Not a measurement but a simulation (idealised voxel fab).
This section sets out a process module, namely voxel gate over fins.
The cross-section on display is named cut; it measures 240 nm wide, and its cells are 5 nm squares.
In what follows, cross-sections appear as grids of square cells, described through bands that run from the top down, where every band is one or more rows of cells. Top height, bottom height, nm. Materials left to right, width each, nm. Single material + "full width" = fills band edge to edge. "air" = empty. A quick word on heights: they are counted from 0, and under that level the wafer as it came to us is one material throughout. The lowest band is different from the rest in having no bottom; it simply continues downward, written as in "0..down". Note: "30..40" means the width goes from the first number (top row of the band) to the second number (bottom row) in equal steps per row of cells. Step note "everything unchanged" = no cross-section cell changed. This entry, "Sealed-off cavities", enumerates those empty regions of no fewer than 8 cells that possess no open connection to the top. Each region is reported in the form width x height at distance, the distance being taken from the left edge, with all three quantities expressed in nm. Text after the settings on a step's line: the simulator's own remark on that step. On any step carrying a mask, the "overlay nm" setting, if present on the step's line, tells how far right of its planned place the mask lay; negative values point to the left. Before/after cross-section pairs, one process step each; after shown to lowest changed band; step and settings beneath. Pairs may be from different runs of this module on the same starting wafer; a pair continues from the one above only where its "Status quo ante" entry says so.

**Status quo ante**
- 0..down  Si full width
- Sealed-off cavities: none

**after**
- 5..0  SiN full width
- Rest of section, below 0: as before.
- Sealed-off cavities: none
Which step turns the before cross-section above into the after cross-section? CONFORMAL_DEP, material SiN, thk nm 5

Status quo ante: equal to the after panel directly above.

**after**
- 5..0  air 50 nm / SiN 15 nm / air 25 nm / SiN 15 nm / air 25 nm / SiN 15 nm / air 25 nm / SiN 15 nm / air 55 nm
- Rest of section, below 0: as before.
- Sealed-off cavities: none
Which step turns the before cross-section above into the after cross-section? MASKED_ETCH, tone cover, mask id FINS, width nm 15, pitch nm 40, etch materials SiN, depth nm 5, overlay nm 0

Status quo ante: equal to the after panel directly above.

**after**
- 5..0  air 50 nm / SiN 15 nm / air 25 nm / SiN 15 nm / air 25 nm / SiN 15 nm / air 25 nm / SiN 15 nm / air 55 nm
- 0..-40  air 50 nm / Si 15 nm / air 25 nm / Si 15 nm / air 25 nm / Si 15 nm / air 25 nm / Si 15 nm / air 55 nm
- Rest of section, below -40: as before.
- Sealed-off cavities: none
Which step turns the before cross-section above into the after cross-section? MASKED_ETCH, tone cover, mask id FINS, width nm 15, pitch nm 40, etch materials Si, depth nm 40, overlay nm 0

Status quo ante: equal to the after panel directly above.

**after**
- 15..5  SiO2 full width
- 5..0  SiO2 50 nm / SiN 15 nm / SiO2 25 nm / SiN 15 nm / SiO2 25 nm / SiN 15 nm / SiO2 25 nm / SiN 15 nm / SiO2 55 nm
- 0..-40  SiO2 50 nm / Si 15 nm / SiO2 25 nm / Si 15 nm / SiO2 25 nm / Si 15 nm / SiO2 25 nm / Si 15 nm / SiO2 55 nm
- Rest of section, below -40: as before.
- Sealed-off cavities: none
Which step turns the before cross-section above into the after cross-section? FILL_DEP, material SiO2, thk nm 10

Status quo ante: equal to the after panel directly above.

**after**
- 5..0  SiO2 50 nm / SiN 15 nm / SiO2 25 nm / SiN 15 nm / SiO2 25 nm / SiN 15 nm / SiO2 25 nm / SiN 15 nm / SiO2 55 nm
- Rest of section, below 0: as before.
- Sealed-off cavities: none
Which step turns the before cross-section above into the after cross-section? CMP, height nm 5

Status quo ante: equal to the after panel directly above.

**after**
- 5..0  air 50 nm / SiN 15 nm / air 25 nm / SiN 15 nm / air 25 nm / SiN 15 nm / air 25 nm / SiN 15 nm / air 55 nm
- 0..-15  air 50 nm / Si 15 nm / air 25 nm / Si 15 nm / air 25 nm / Si 15 nm / air 25 nm / Si 15 nm / air 55 nm
- Rest of section, below -15: as before.
- Sealed-off cavities: none
Which step turns the before cross-section above into the after cross-section? SELECTIVE_ETCH, etch materials SiO2, depth nm 20

Status quo ante: equal to the after panel directly above.

**after**
- 0..-15  air 50 nm / Si 15 nm / air 25 nm / Si 15 nm / air 25 nm / Si 15 nm / air 25 nm / Si 15 nm / air 55 nm
- Rest of section, below -15: as before.
- Sealed-off cavities: none
Which step turns the before cross-section above into the after cross-section? STRIP, etch materials SiN

Status quo ante: equal to the after panel directly above.

**after**
- 5..0  air 45 nm / HfO2 25 nm / air 15 nm / HfO2 25 nm / air 15 nm / HfO2 25 nm / air 15 nm / HfO2 25 nm / air 50 nm
- 0..-10  air 45 nm / HfO2 5 nm / Si 15 nm / HfO2 5 nm / air 15 nm / HfO2 5 nm / Si 15 nm / HfO2 5 nm / air 15 nm / HfO2 5 nm / Si 15 nm / HfO2 5 nm / air 15 nm / HfO2 5 nm / Si 15 nm / HfO2 5 nm / air 50 nm
- -10..-15  HfO2 50 nm / Si 15 nm / HfO2 25 nm / Si 15 nm / HfO2 25 nm / Si 15 nm / HfO2 25 nm / Si 15 nm / HfO2 55 nm
- Rest of section, below -15: as before.
- Sealed-off cavities: none
Which step turns the before cross-section above into the after cross-section? CONFORMAL_DEP, material HfO2, thk nm 5

Status quo ante: equal to the after panel directly above.

**after**
- 10..5  air 40 nm / TiN 35 nm / air 5 nm / TiN 35 nm / air 5 nm / TiN 35 nm / air 5 nm / TiN 35 nm / air 45 nm
- 5..0  air 40 nm / TiN 5 nm / HfO2 25 nm / TiN 5 nm / air 5 nm / TiN 5 nm / HfO2 25 nm / TiN 5 nm / air 5 nm / TiN 5 nm / HfO2 25 nm / TiN 5 nm / air 5 nm / TiN 5 nm / HfO2 25 nm / TiN 5 nm / air 45 nm
- 0..-5  air 40 nm / TiN 5 nm / HfO2 5 nm / Si 15 nm / HfO2 5 nm / TiN 5 nm / air 5 nm / TiN 5 nm / HfO2 5 nm / Si 15 nm / HfO2 5 nm / TiN 5 nm / air 5 nm / TiN 5 nm / HfO2 5 nm / Si 15 nm / HfO2 5 nm / TiN 5 nm / air 5 nm / TiN 5 nm / HfO2 5 nm / Si 15 nm / HfO2 5 nm / TiN 5 nm / air 45 nm
- -5..-10  TiN 45 nm / HfO2 5 nm / Si 15 nm / HfO2 5 nm / TiN 15 nm / HfO2 5 nm / Si 15 nm / HfO2 5 nm / TiN 15 nm / HfO2 5 nm / Si 15 nm / HfO2 5 nm / TiN 15 nm / HfO2 5 nm / Si 15 nm / HfO2 5 nm / TiN 50 nm
- Rest of section, below -10: as before.
- Sealed-off cavities: none
Which step turns the before cross-section above into the after cross-section? CONFORMAL_DEP, material TiN, thk nm 5

Status quo ante: equal to the after panel directly above.

**after**
- 15..10  air 35 nm / TiAl 165 nm / air 40 nm
- 10..5  air 35 nm / TiAl 5 nm / TiN 35 nm / TiAl 5 nm / TiN 35 nm / TiAl 5 nm / TiN 35 nm / TiAl 5 nm / TiN 35 nm / TiAl 5 nm / air 40 nm
- 5..0  air 35 nm / TiAl 5 nm / TiN 5 nm / HfO2 25 nm / TiN 5 nm / TiAl 5 nm / TiN 5 nm / HfO2 25 nm / TiN 5 nm / TiAl 5 nm / TiN 5 nm / HfO2 25 nm / TiN 5 nm / TiAl 5 nm / TiN 5 nm / HfO2 25 nm / TiN 5 nm / TiAl 5 nm / air 40 nm
- 0..-5  TiAl 40 nm / TiN 5 nm / HfO2 5 nm / Si 15 nm / HfO2 5 nm / TiN 5 nm / TiAl 5 nm / TiN 5 nm / HfO2 5 nm / Si 15 nm / HfO2 5 nm / TiN 5 nm / TiAl 5 nm / TiN 5 nm / HfO2 5 nm / Si 15 nm / HfO2 5 nm / TiN 5 nm / TiAl 5 nm / TiN 5 nm / HfO2 5 nm / Si 15 nm / HfO2 5 nm / TiN 5 nm / TiAl 45 nm
- Rest of section, below -5: as before.
- Sealed-off cavities: none
Which step turns the before cross-section above into the after cross-section? CONFORMAL_DEP, material TiAl, thk nm 5

Status quo ante: equal to the after panel directly above.

**after**
- 20..15  air 30 nm / TiN 175 nm / air 35 nm
- 15..10  air 30 nm / TiN 5 nm / TiAl 165 nm / TiN 5 nm / air 35 nm
- 10..5  air 30 nm / TiN 5 nm / TiAl 5 nm / TiN 35 nm / TiAl 5 nm / TiN 35 nm / TiAl 5 nm / TiN 35 nm / TiAl 5 nm / TiN 35 nm / TiAl 5 nm / TiN 5 nm / air 35 nm
- 5..0  TiN 35 nm / TiAl 5 nm / TiN 5 nm / HfO2 25 nm / TiN 5 nm / TiAl 5 nm / TiN 5 nm / HfO2 25 nm / TiN 5 nm / TiAl 5 nm / TiN 5 nm / HfO2 25 nm / TiN 5 nm / TiAl 5 nm / TiN 5 nm / HfO2 25 nm / TiN 5 nm / TiAl 5 nm / TiN 40 nm
- Rest of section, below 0: as before.
- Sealed-off cavities: none
Which step turns the before cross-section above into the after cross-section? CONFORMAL_DEP, material TiN, thk nm 5

Status quo ante: equal to the after panel directly above.

**after**
- 30..20  W full width
- 20..15  W 30 nm / TiN 175 nm / W 35 nm
- 15..10  W 30 nm / TiN 5 nm / TiAl 165 nm / TiN 5 nm / W 35 nm
- 10..5  W 30 nm / TiN 5 nm / TiAl 5 nm / TiN 35 nm / TiAl 5 nm / TiN 35 nm / TiAl 5 nm / TiN 35 nm / TiAl 5 nm / TiN 35 nm / TiAl 5 nm / TiN 5 nm / W 35 nm
- Rest of section, below 5: as before.
- Sealed-off cavities: none
Which step turns the before cross-section above into the after cross-section? FILL_DEP, material W, thk nm 10

Status quo ante: equal to the after panel directly above.

**after**
- 25..20  W full width
- Rest of section, below 20: as before.
- Sealed-off cavities: none
Which step turns the before cross-section above into the after cross-section? CMP, height nm 25

Status quo ante: equal to the after panel directly above.

**after**
- 30..25  SiN full width
- Rest of section, below 25: as before.
- Sealed-off cavities: none
Which step turns the before cross-section above into the after cross-section? CONFORMAL_DEP, material SiN, thk nm 5

**Status quo ante**
- 0..-15  air 50 nm / Si 15 nm / air 25 nm / Si 15 nm / air 25 nm / Si 15 nm / air 25 nm / Si 15 nm / air 55 nm
- -15..-40  SiO2 50 nm / Si 15 nm / SiO2 25 nm / Si 15 nm / SiO2 25 nm / Si 15 nm / SiO2 25 nm / Si 15 nm / SiO2 55 nm
- -40..down  Si full width
- Sealed-off cavities: none

**after**
- 5..0  air 45 nm / TiN 25 nm / air 15 nm / TiN 25 nm / air 15 nm / TiN 25 nm / air 15 nm / TiN 25 nm / air 50 nm
- 0..-10  air 45 nm / TiN 5 nm / Si 15 nm / TiN 5 nm / air 15 nm / TiN 5 nm / Si 15 nm / TiN 5 nm / air 15 nm / TiN 5 nm / Si 15 nm / TiN 5 nm / air 15 nm / TiN 5 nm / Si 15 nm / TiN 5 nm / air 50 nm
- -10..-15  TiN 50 nm / Si 15 nm / TiN 25 nm / Si 15 nm / TiN 25 nm / Si 15 nm / TiN 25 nm / Si 15 nm / TiN 55 nm
- Rest of section, below -15: as before.
- Sealed-off cavities: none
Which step turns the before cross-section above into the after cross-section? CONFORMAL_DEP, material TiN, thk nm 5

Status quo ante: equal to the after panel directly above.

**after**
- 10..5  air 40 nm / TiAl 35 nm / air 5 nm / TiAl 35 nm / air 5 nm / TiAl 35 nm / air 5 nm / TiAl 35 nm / air 45 nm
- 5..0  air 40 nm / TiAl 5 nm / TiN 25 nm / TiAl 5 nm / air 5 nm / TiAl 5 nm / TiN 25 nm / TiAl 5 nm / air 5 nm / TiAl 5 nm / TiN 25 nm / TiAl 5 nm / air 5 nm / TiAl 5 nm / TiN 25 nm / TiAl 5 nm / air 45 nm
- 0..-5  air 40 nm / TiAl 5 nm / TiN 5 nm / Si 15 nm / TiN 5 nm / TiAl 5 nm / air 5 nm / TiAl 5 nm / TiN 5 nm / Si 15 nm / TiN 5 nm / TiAl 5 nm / air 5 nm / TiAl 5 nm / TiN 5 nm / Si 15 nm / TiN 5 nm / TiAl 5 nm / air 5 nm / TiAl 5 nm / TiN 5 nm / Si 15 nm / TiN 5 nm / TiAl 5 nm / air 45 nm
- -5..-10  TiAl 45 nm / TiN 5 nm / Si 15 nm / TiN 5 nm / TiAl 15 nm / TiN 5 nm / Si 15 nm / TiN 5 nm / TiAl 15 nm / TiN 5 nm / Si 15 nm / TiN 5 nm / TiAl 15 nm / TiN 5 nm / Si 15 nm / TiN 5 nm / TiAl 50 nm
- Rest of section, below -10: as before.
- Sealed-off cavities: none
Which step turns the before cross-section above into the after cross-section? CONFORMAL_DEP, material TiAl, thk nm 5

Status quo ante: equal to the after panel directly above.

**after**
- 15..10  air 35 nm / TiN 165 nm / air 40 nm
- 10..5  air 35 nm / TiN 5 nm / TiAl 35 nm / TiN 5 nm / TiAl 35 nm / TiN 5 nm / TiAl 35 nm / TiN 5 nm / TiAl 35 nm / TiN 5 nm / air 40 nm
- 5..0  air 35 nm / TiN 5 nm / TiAl 5 nm / TiN 25 nm / TiAl 5 nm / TiN 5 nm / TiAl 5 nm / TiN 25 nm / TiAl 5 nm / TiN 5 nm / TiAl 5 nm / TiN 25 nm / TiAl 5 nm / TiN 5 nm / TiAl 5 nm / TiN 25 nm / TiAl 5 nm / TiN 5 nm / air 40 nm
- 0..-5  TiN 40 nm / TiAl 5 nm / TiN 5 nm / Si 15 nm / TiN 5 nm / TiAl 5 nm / TiN 5 nm / TiAl 5 nm / TiN 5 nm / Si 15 nm / TiN 5 nm / TiAl 5 nm / TiN 5 nm / TiAl 5 nm / TiN 5 nm / Si 15 nm / TiN 5 nm / TiAl 5 nm / TiN 5 nm / TiAl 5 nm / TiN 5 nm / Si 15 nm / TiN 5 nm / TiAl 5 nm / TiN 45 nm
- Rest of section, below -5: as before.
- Sealed-off cavities: none
Which step turns the before cross-section above into the after cross-section? CONFORMAL_DEP, material TiN, thk nm 5

Status quo ante: equal to the after panel directly above.

**after**
- 25..15  W full width
- 15..10  W 35 nm / TiN 165 nm / W 40 nm
- 10..5  W 35 nm / TiN 5 nm / TiAl 35 nm / TiN 5 nm / TiAl 35 nm / TiN 5 nm / TiAl 35 nm / TiN 5 nm / TiAl 35 nm / TiN 5 nm / W 40 nm
- 5..0  W 35 nm / TiN 5 nm / TiAl 5 nm / TiN 25 nm / TiAl 5 nm / TiN 5 nm / TiAl 5 nm / TiN 25 nm / TiAl 5 nm / TiN 5 nm / TiAl 5 nm / TiN 25 nm / TiAl 5 nm / TiN 5 nm / TiAl 5 nm / TiN 25 nm / TiAl 5 nm / TiN 5 nm / W 40 nm
- Rest of section, below 0: as before.
- Sealed-off cavities: none
Which step turns the before cross-section above into the after cross-section? FILL_DEP, material W, thk nm 10

Status quo ante: equal to the after panel directly above.

**after**
- 30..25  SiN full width
- Rest of section, below 25: as before.
- Sealed-off cavities: none
Which step turns the before cross-section above into the after cross-section? CONFORMAL_DEP, material SiN, thk nm 5

**Status quo ante**
- 5..0  air 50 nm / SiN 15 nm / air 25 nm / SiN 15 nm / air 25 nm / SiN 15 nm / air 25 nm / SiN 15 nm / air 55 nm
- 0..-40  air 50 nm / Si 15 nm / air 25 nm / Si 15 nm / air 25 nm / Si 15 nm / air 25 nm / Si 15 nm / air 55 nm
- -40..down  Si full width
- Sealed-off cavities: none

**after**
- 5..0  air 50 nm / SiN 15 nm / air 25 nm / SiN 15 nm / air 25 nm / SiN 15 nm / air 25 nm / SiN 15 nm / air 55 nm
- 0..-80  air 50 nm / Si 15 nm / air 25 nm / Si 15 nm / air 25 nm / Si 15 nm / air 25 nm / Si 15 nm / air 55 nm
- Rest of section, below -80: as before.
- Sealed-off cavities: none
Which step turns the before cross-section above into the after cross-section? MASKED_ETCH, tone cover, mask id FINS, width nm 15, pitch nm 40, etch materials Si, depth nm 40, overlay nm 0

Status quo ante: equal to the after panel directly above.

**after**
- 15..5  SiO2 full width
- 5..0  SiO2 50 nm / SiN 15 nm / SiO2 25 nm / SiN 15 nm / SiO2 25 nm / SiN 15 nm / SiO2 25 nm / SiN 15 nm / SiO2 55 nm
- 0..-80  SiO2 50 nm / Si 15 nm / SiO2 25 nm / Si 15 nm / SiO2 25 nm / Si 15 nm / SiO2 25 nm / Si 15 nm / SiO2 55 nm
- Rest of section, below -80: as before.
- Sealed-off cavities: none
Which step turns the before cross-section above into the after cross-section? FILL_DEP, material SiO2, thk nm 10

Status quo ante: equal to the after panel directly above.

**after**
- 5..0  SiO2 50 nm / SiN 15 nm / SiO2 25 nm / SiN 15 nm / SiO2 25 nm / SiN 15 nm / SiO2 25 nm / SiN 15 nm / SiO2 55 nm
- Rest of section, below 0: as before.
- Sealed-off cavities: none
Which step turns the before cross-section above into the after cross-section? CMP, height nm 5

Status quo ante: equal to the after panel directly above.

**after**
- 5..0  air 50 nm / SiN 15 nm / air 25 nm / SiN 15 nm / air 25 nm / SiN 15 nm / air 25 nm / SiN 15 nm / air 55 nm
- 0..-15  air 50 nm / Si 15 nm / air 25 nm / Si 15 nm / air 25 nm / Si 15 nm / air 25 nm / Si 15 nm / air 55 nm
- Rest of section, below -15: as before.
- Sealed-off cavities: none
Which step turns the before cross-section above into the after cross-section? SELECTIVE_ETCH, etch materials SiO2, depth nm 20

Status quo ante: equal to the after panel directly above.

**after**
- 0..-15  air 50 nm / Si 15 nm / air 25 nm / Si 15 nm / air 25 nm / Si 15 nm / air 25 nm / Si 15 nm / air 55 nm
- Rest of section, below -15: as before.
- Sealed-off cavities: none
Which step turns the before cross-section above into the after cross-section? STRIP, etch materials SiN

Status quo ante: equal to the after panel directly above.

**after**
- 5..0  air 45 nm / HfO2 25 nm / air 15 nm / HfO2 25 nm / air 15 nm / HfO2 25 nm / air 15 nm / HfO2 25 nm / air 50 nm
- 0..-10  air 45 nm / HfO2 5 nm / Si 15 nm / HfO2 5 nm / air 15 nm / HfO2 5 nm / Si 15 nm / HfO2 5 nm / air 15 nm / HfO2 5 nm / Si 15 nm / HfO2 5 nm / air 15 nm / HfO2 5 nm / Si 15 nm / HfO2 5 nm / air 50 nm
- -10..-15  HfO2 50 nm / Si 15 nm / HfO2 25 nm / Si 15 nm / HfO2 25 nm / Si 15 nm / HfO2 25 nm / Si 15 nm / HfO2 55 nm
- Rest of section, below -15: as before.
- Sealed-off cavities: none
Which step turns the before cross-section above into the after cross-section? CONFORMAL_DEP, material HfO2, thk nm 5

Status quo ante: equal to the after panel directly above.

**after**
- 10..5  air 40 nm / TiN 35 nm / air 5 nm / TiN 35 nm / air 5 nm / TiN 35 nm / air 5 nm / TiN 35 nm / air 45 nm
- 5..0  air 40 nm / TiN 5 nm / HfO2 25 nm / TiN 5 nm / air 5 nm / TiN 5 nm / HfO2 25 nm / TiN 5 nm / air 5 nm / TiN 5 nm / HfO2 25 nm / TiN 5 nm / air 5 nm / TiN 5 nm / HfO2 25 nm / TiN 5 nm / air 45 nm
- 0..-5  air 40 nm / TiN 5 nm / HfO2 5 nm / Si 15 nm / HfO2 5 nm / TiN 5 nm / air 5 nm / TiN 5 nm / HfO2 5 nm / Si 15 nm / HfO2 5 nm / TiN 5 nm / air 5 nm / TiN 5 nm / HfO2 5 nm / Si 15 nm / HfO2 5 nm / TiN 5 nm / air 5 nm / TiN 5 nm / HfO2 5 nm / Si 15 nm / HfO2 5 nm / TiN 5 nm / air 45 nm
- -5..-10  TiN 45 nm / HfO2 5 nm / Si 15 nm / HfO2 5 nm / TiN 15 nm / HfO2 5 nm / Si 15 nm / HfO2 5 nm / TiN 15 nm / HfO2 5 nm / Si 15 nm / HfO2 5 nm / TiN 15 nm / HfO2 5 nm / Si 15 nm / HfO2 5 nm / TiN 50 nm
- Rest of section, below -10: as before.
- Sealed-off cavities: none
Which step turns the before cross-section above into the after cross-section? CONFORMAL_DEP, material TiN, thk nm 5

Status quo ante: equal to the after panel directly above.

**after**
- 15..10  air 35 nm / TiAl 165 nm / air 40 nm
- 10..5  air 35 nm / TiAl 5 nm / TiN 35 nm / TiAl 5 nm / TiN 35 nm / TiAl 5 nm / TiN 35 nm / TiAl 5 nm / TiN 35 nm / TiAl 5 nm / air 40 nm
- 5..0  air 35 nm / TiAl 5 nm / TiN 5 nm / HfO2 25 nm / TiN 5 nm / TiAl 5 nm / TiN 5 nm / HfO2 25 nm / TiN 5 nm / TiAl 5 nm / TiN 5 nm / HfO2 25 nm / TiN 5 nm / TiAl 5 nm / TiN 5 nm / HfO2 25 nm / TiN 5 nm / TiAl 5 nm / air 40 nm
- 0..-5  TiAl 40 nm / TiN 5 nm / HfO2 5 nm / Si 15 nm / HfO2 5 nm / TiN 5 nm / TiAl 5 nm / TiN 5 nm / HfO2 5 nm / Si 15 nm / HfO2 5 nm / TiN 5 nm / TiAl 5 nm / TiN 5 nm / HfO2 5 nm / Si 15 nm / HfO2 5 nm / TiN 5 nm / TiAl 5 nm / TiN 5 nm / HfO2 5 nm / Si 15 nm / HfO2 5 nm / TiN 5 nm / TiAl 45 nm
- Rest of section, below -5: as before.
- Sealed-off cavities: none
Which step turns the before cross-section above into the after cross-section? CONFORMAL_DEP, material TiAl, thk nm 5

Status quo ante: equal to the after panel directly above.

**after**
- 20..15  air 30 nm / TiN 175 nm / air 35 nm
- 15..10  air 30 nm / TiN 5 nm / TiAl 165 nm / TiN 5 nm / air 35 nm
- 10..5  air 30 nm / TiN 5 nm / TiAl 5 nm / TiN 35 nm / TiAl 5 nm / TiN 35 nm / TiAl 5 nm / TiN 35 nm / TiAl 5 nm / TiN 35 nm / TiAl 5 nm / TiN 5 nm / air 35 nm
- 5..0  TiN 35 nm / TiAl 5 nm / TiN 5 nm / HfO2 25 nm / TiN 5 nm / TiAl 5 nm / TiN 5 nm / HfO2 25 nm / TiN 5 nm / TiAl 5 nm / TiN 5 nm / HfO2 25 nm / TiN 5 nm / TiAl 5 nm / TiN 5 nm / HfO2 25 nm / TiN 5 nm / TiAl 5 nm / TiN 40 nm
- Rest of section, below 0: as before.
- Sealed-off cavities: none
Which step turns the before cross-section above into the after cross-section? CONFORMAL_DEP, material TiN, thk nm 5

Status quo ante: equal to the after panel directly above.

**after**
- 30..20  W full width
- 20..15  W 30 nm / TiN 175 nm / W 35 nm
- 15..10  W 30 nm / TiN 5 nm / TiAl 165 nm / TiN 5 nm / W 35 nm
- 10..5  W 30 nm / TiN 5 nm / TiAl 5 nm / TiN 35 nm / TiAl 5 nm / TiN 35 nm / TiAl 5 nm / TiN 35 nm / TiAl 5 nm / TiN 35 nm / TiAl 5 nm / TiN 5 nm / W 35 nm
- Rest of section, below 5: as before.
- Sealed-off cavities: none
Which step turns the before cross-section above into the after cross-section? FILL_DEP, material W, thk nm 10

Status quo ante: equal to the after panel directly above.

**after**
- 25..20  W full width
- Rest of section, below 20: as before.
- Sealed-off cavities: none
Which step turns the before cross-section above into the after cross-section? CMP, height nm 25

Status quo ante: equal to the after panel directly above.

**after**
- 30..25  SiN full width
- Rest of section, below 25: as before.
- Sealed-off cavities: none
Which step turns the before cross-section above into the after cross-section? CONFORMAL_DEP, material SiN, thk nm 5

**Status quo ante**
- 5..0  SiO2 50 nm / SiN 15 nm / SiO2 25 nm / SiN 15 nm / SiO2 25 nm / SiN 15 nm / SiO2 25 nm / SiN 15 nm / SiO2 55 nm
- 0..-40  SiO2 50 nm / Si 15 nm / SiO2 25 nm / Si 15 nm / SiO2 25 nm / Si 15 nm / SiO2 25 nm / Si 15 nm / SiO2 55 nm
- -40..down  Si full width
- Sealed-off cavities: none

**after**
- 5..0  SiO2 50 nm / air 15 nm / SiO2 25 nm / air 15 nm / SiO2 25 nm / air 15 nm / SiO2 25 nm / air 15 nm / SiO2 55 nm
- Rest of section, below 0: as before.
- Sealed-off cavities: none
Which step turns the before cross-section above into the after cross-section? STRIP, etch materials SiN

Status quo ante: equal to the after panel directly above.

**after**
- 0..-15  air 50 nm / Si 15 nm / air 25 nm / Si 15 nm / air 25 nm / Si 15 nm / air 25 nm / Si 15 nm / air 55 nm
- -15..-20  SiO2 30 nm / air 20 nm / Si 15 nm / air 25 nm / Si 15 nm / air 25 nm / Si 15 nm / air 25 nm / Si 15 nm / air 20 nm / SiO2 35 nm
- Rest of section, below -20: as before.
- Sealed-off cavities: none
Which step turns the before cross-section above into the after cross-section? SELECTIVE_ETCH, etch materials SiO2, depth nm 20

Status quo ante: equal to the after panel directly above.

**after**
- 5..0  air 45 nm / HfO2 25 nm / air 15 nm / HfO2 25 nm / air 15 nm / HfO2 25 nm / air 15 nm / HfO2 25 nm / air 50 nm
- 0..-10  air 45 nm / HfO2 5 nm / Si 15 nm / HfO2 5 nm / air 15 nm / HfO2 5 nm / Si 15 nm / HfO2 5 nm / air 15 nm / HfO2 5 nm / Si 15 nm / HfO2 5 nm / air 15 nm / HfO2 5 nm / Si 15 nm / HfO2 5 nm / air 50 nm
- -10..-15  HfO2 35 nm / air 10 nm / HfO2 5 nm / Si 15 nm / HfO2 5 nm / air 15 nm / HfO2 5 nm / Si 15 nm / HfO2 5 nm / air 15 nm / HfO2 5 nm / Si 15 nm / HfO2 5 nm / air 15 nm / HfO2 5 nm / Si 15 nm / HfO2 5 nm / air 10 nm / HfO2 40 nm
- -15..-20  SiO2 30 nm / HfO2 20 nm / Si 15 nm / HfO2 25 nm / Si 15 nm / HfO2 25 nm / Si 15 nm / HfO2 25 nm / Si 15 nm / HfO2 20 nm / SiO2 35 nm
- Rest of section, below -20: as before.
- Sealed-off cavities: none
Which step turns the before cross-section above into the after cross-section? CONFORMAL_DEP, material HfO2, thk nm 5

Status quo ante: equal to the after panel directly above.

**after**
- 10..5  air 40 nm / TiN 35 nm / air 5 nm / TiN 35 nm / air 5 nm / TiN 35 nm / air 5 nm / TiN 35 nm / air 45 nm
- 5..0  air 40 nm / TiN 5 nm / HfO2 25 nm / TiN 5 nm / air 5 nm / TiN 5 nm / HfO2 25 nm / TiN 5 nm / air 5 nm / TiN 5 nm / HfO2 25 nm / TiN 5 nm / air 5 nm / TiN 5 nm / HfO2 25 nm / TiN 5 nm / air 45 nm
- 0..-5  air 40 nm / TiN 5 nm / HfO2 5 nm / Si 15 nm / HfO2 5 nm / TiN 5 nm / air 5 nm / TiN 5 nm / HfO2 5 nm / Si 15 nm / HfO2 5 nm / TiN 5 nm / air 5 nm / TiN 5 nm / HfO2 5 nm / Si 15 nm / HfO2 5 nm / TiN 5 nm / air 5 nm / TiN 5 nm / HfO2 5 nm / Si 15 nm / HfO2 5 nm / TiN 5 nm / air 45 nm
- -5..-10  TiN 45 nm / HfO2 5 nm / Si 15 nm / HfO2 5 nm / TiN 5 nm / air 5 nm / TiN 5 nm / HfO2 5 nm / Si 15 nm / HfO2 5 nm / TiN 5 nm / air 5 nm / TiN 5 nm / HfO2 5 nm / Si 15 nm / HfO2 5 nm / TiN 5 nm / air 5 nm / TiN 5 nm / HfO2 5 nm / Si 15 nm / HfO2 5 nm / TiN 50 nm
- -10..-15  HfO2 35 nm / TiN 10 nm / HfO2 5 nm / Si 15 nm / HfO2 5 nm / TiN 15 nm / HfO2 5 nm / Si 15 nm / HfO2 5 nm / TiN 15 nm / HfO2 5 nm / Si 15 nm / HfO2 5 nm / TiN 15 nm / HfO2 5 nm / Si 15 nm / HfO2 5 nm / TiN 10 nm / HfO2 40 nm
- Rest of section, below -15: as before.
- Sealed-off cavities: none
Which step turns the before cross-section above into the after cross-section? CONFORMAL_DEP, material TiN, thk nm 5

Status quo ante: equal to the after panel directly above.

**after**
- 15..10  air 35 nm / TiAl 165 nm / air 40 nm
- 10..5  air 35 nm / TiAl 5 nm / TiN 35 nm / TiAl 5 nm / TiN 35 nm / TiAl 5 nm / TiN 35 nm / TiAl 5 nm / TiN 35 nm / TiAl 5 nm / air 40 nm
- 5..0  air 35 nm / TiAl 5 nm / TiN 5 nm / HfO2 25 nm / TiN 5 nm / TiAl 5 nm / TiN 5 nm / HfO2 25 nm / TiN 5 nm / TiAl 5 nm / TiN 5 nm / HfO2 25 nm / TiN 5 nm / TiAl 5 nm / TiN 5 nm / HfO2 25 nm / TiN 5 nm / TiAl 5 nm / air 40 nm
- 0..-5  TiAl 40 nm / TiN 5 nm / HfO2 5 nm / Si 15 nm / HfO2 5 nm / TiN 5 nm / TiAl 5 nm / TiN 5 nm / HfO2 5 nm / Si 15 nm / HfO2 5 nm / TiN 5 nm / TiAl 5 nm / TiN 5 nm / HfO2 5 nm / Si 15 nm / HfO2 5 nm / TiN 5 nm / TiAl 5 nm / TiN 5 nm / HfO2 5 nm / Si 15 nm / HfO2 5 nm / TiN 5 nm / TiAl 45 nm
- -5..-10  TiN 45 nm / HfO2 5 nm / Si 15 nm / HfO2 5 nm / TiN 5 nm / TiAl 5 nm / TiN 5 nm / HfO2 5 nm / Si 15 nm / HfO2 5 nm / TiN 5 nm / TiAl 5 nm / TiN 5 nm / HfO2 5 nm / Si 15 nm / HfO2 5 nm / TiN 5 nm / TiAl 5 nm / TiN 5 nm / HfO2 5 nm / Si 15 nm / HfO2 5 nm / TiN 50 nm
- Rest of section, below -10: as before.
- Sealed-off cavities: none
Which step turns the before cross-section above into the after cross-section? CONFORMAL_DEP, material TiAl, thk nm 5

Status quo ante: equal to the after panel directly above.

**after**
- 20..15  air 30 nm / TiN 175 nm / air 35 nm
- 15..10  air 30 nm / TiN 5 nm / TiAl 165 nm / TiN 5 nm / air 35 nm
- 10..5  air 30 nm / TiN 5 nm / TiAl 5 nm / TiN 35 nm / TiAl 5 nm / TiN 35 nm / TiAl 5 nm / TiN 35 nm / TiAl 5 nm / TiN 35 nm / TiAl 5 nm / TiN 5 nm / air 35 nm
- 5..0  TiN 35 nm / TiAl 5 nm / TiN 5 nm / HfO2 25 nm / TiN 5 nm / TiAl 5 nm / TiN 5 nm / HfO2 25 nm / TiN 5 nm / TiAl 5 nm / TiN 5 nm / HfO2 25 nm / TiN 5 nm / TiAl 5 nm / TiN 5 nm / HfO2 25 nm / TiN 5 nm / TiAl 5 nm / TiN 40 nm
- Rest of section, below 0: as before.
- Sealed-off cavities: none
Which step turns the before cross-section above into the after cross-section? CONFORMAL_DEP, material TiN, thk nm 5

Status quo ante: equal to the after panel directly above.

**after**
- 30..20  W full width
- 20..15  W 30 nm / TiN 175 nm / W 35 nm
- 15..10  W 30 nm / TiN 5 nm / TiAl 165 nm / TiN 5 nm / W 35 nm
- 10..5  W 30 nm / TiN 5 nm / TiAl 5 nm / TiN 35 nm / TiAl 5 nm / TiN 35 nm / TiAl 5 nm / TiN 35 nm / TiAl 5 nm / TiN 35 nm / TiAl 5 nm / TiN 5 nm / W 35 nm
- Rest of section, below 5: as before.
- Sealed-off cavities: none
Which step turns the before cross-section above into the after cross-section? FILL_DEP, material W, thk nm 10
